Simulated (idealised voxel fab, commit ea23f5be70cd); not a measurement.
process module | voxel gate over fins
Xsec cut, 165 nm wide, square cell size 5 nm.
Cross-section = grid of square cells, listed top down in bands; band = one or more rows. Each band's line starts with the height of the band's top and of its bottom, in nm. Then come its materials from left to right, each with its width in nm. One material with "full width" fills the band from edge to edge. "empty" is empty space. Heights are measured from 0, the level below which the as-received wafer is all one material; the lowest band has no bottom and continues downward, written as in "0 nm and below". Width spec "30..40" -> top row of cells at first value, bottom row at second value, equal per-row change in between. "remained unchanged" -> step changed no cross-section cell. "Voids lacking openings": sealed empty spaces, 8 cells or more, no open way to top, listed width x height at distance, with distance from the left edge and width, height and distance in nm. Note: text after step settings on the step line = simulator remark on that step. overlay nm: where the mask lay relative to plan, measured to the right, on steps with a mask; negatives go left.
[The process steps that were planned are listed below]
1) RECEIVE, material Si
2) CONFORMAL_DEP, material SiN, thk nm 10
3) PATTERN, tone cover, mask id FINS, material resist, width nm 15, pitch nm 60, thk nm 20, overlay nm 0
4) DIRECTIONAL_ETCH, etch materials SiN, depth nm 10
5) DIRECTIONAL_ETCH, etch materials Si, depth nm 30
6) STRIP, etch materials resist
7) FILL_DEP, material SiO2, thk nm 10
8) CMP, height nm 10
9) DIRECTIONAL_DEP, material aC, thk nm 15
10) PATTERN, tone open, mask id RAIL, material resist, width nm 15, thk nm 30, overlay nm 0
11) DIRECTIONAL_ETCH, etch materials aC, depth nm 15
12) STRIP, etch materials resist
13) DIRECTIONAL_ETCH, etch materials SiO2, depth nm 35
14) STRIP, etch materials aC
15) CONFORMAL_DEP, material TiN, thk nm 5
16) FILL_DEP, material Ru, thk nm 10
17) CMP, height nm 10
18) SELECTIVE_ETCH, etch materials W Ru TiN, depth nm 30
19) FILL_DEP, material SiO2, thk nm 5
20) CMP, height nm 10
21) SELECTIVE_ETCH, etch materials SiO2, depth nm 20
22) STRIP, etch materials SiN
23) CONFORMAL_DEP, material HfO2, thk nm 5
24) CONFORMAL_DEP, material TiN, thk nm 5
25) FILL_DEP, material W, thk nm 10
26) CMP, height nm 15
27) CONFORMAL_DEP, material SiCN, thk nm 5
[Cross-section: wafer on arrival = after step 1]
    0 nm and below: Si full width
    Voids lacking openings: none
[The first of the two wafers as seen in cross-section once the module was finished; processing followed the plan]
    20 nm to 15 nm: SiCN full width
    15 nm to 10 nm: W full width
    10 nm to 5 nm: W=35  TiN=35  W=25  TiN=35  W=35
    5 nm to 0 nm: W=35  TiN=5  HfO2=25  TiN=5  W=25  TiN=5  HfO2=25  TiN=5  W=35
    0 nm to -5 nm: TiN=40  HfO2=5  Si=15  HfO2=5  TiN=35  HfO2=5  Si=15  HfO2=5  TiN=40
    -5 nm to -10 nm: HfO2=45  Si=15  HfO2=45  Si=15  HfO2=45
    -10 nm to -20 nm: SiO2=45  Si=15  SiO2=45  Si=15  SiO2=45
    -20 nm to -25 nm: SiO2=45  Si=15  SiO2=15  TiN=15  SiO2=15  Si=15  SiO2=45
    -25 nm to -30 nm: SiO2=45  Si=15  SiO2=45  Si=15  SiO2=45
    -30 nm and below: Si full width
    Voids lacking openings: none
[Now the second wafer, cross-sectioned at the end of the module. Nothing different at the start, nothing different in the plan compared with the first, just one mistake when it was actually run]
    20 nm to 15 nm: SiCN full width
    15 nm to 10 nm: W full width
    10 nm to 5 nm: TiN full width
    5 nm to 0 nm: HfO2=50  TiN=5  HfO2=55  TiN=5  HfO2=50
    0 nm to -5 nm: Si=45  HfO2=5  TiN=5  HfO2=5  Si=45  HfO2=5  TiN=5  HfO2=5  Si=45
    -5 nm to -10 nm: Si=45  HfO2=15  Si=45  HfO2=15  Si=45
    -10 nm to -30 nm: Si=45  SiO2=15  Si=45  SiO2=15  Si=45
    -30 nm and below: Si full width
    Voids lacking openings: none
Run error: so step 3 ended up running with a different setting than we planned, it ran as PATTERN, tone open, mask id FINS, material resist, width nm 15, pitch nm 60, thk nm 20, overlay nm 0
Once processing is complete, comparing cell counts shows that the second wafer has more or fewer of certain materials than the first: Si +126 | SiO2 -81 | TiN -7 | W -38
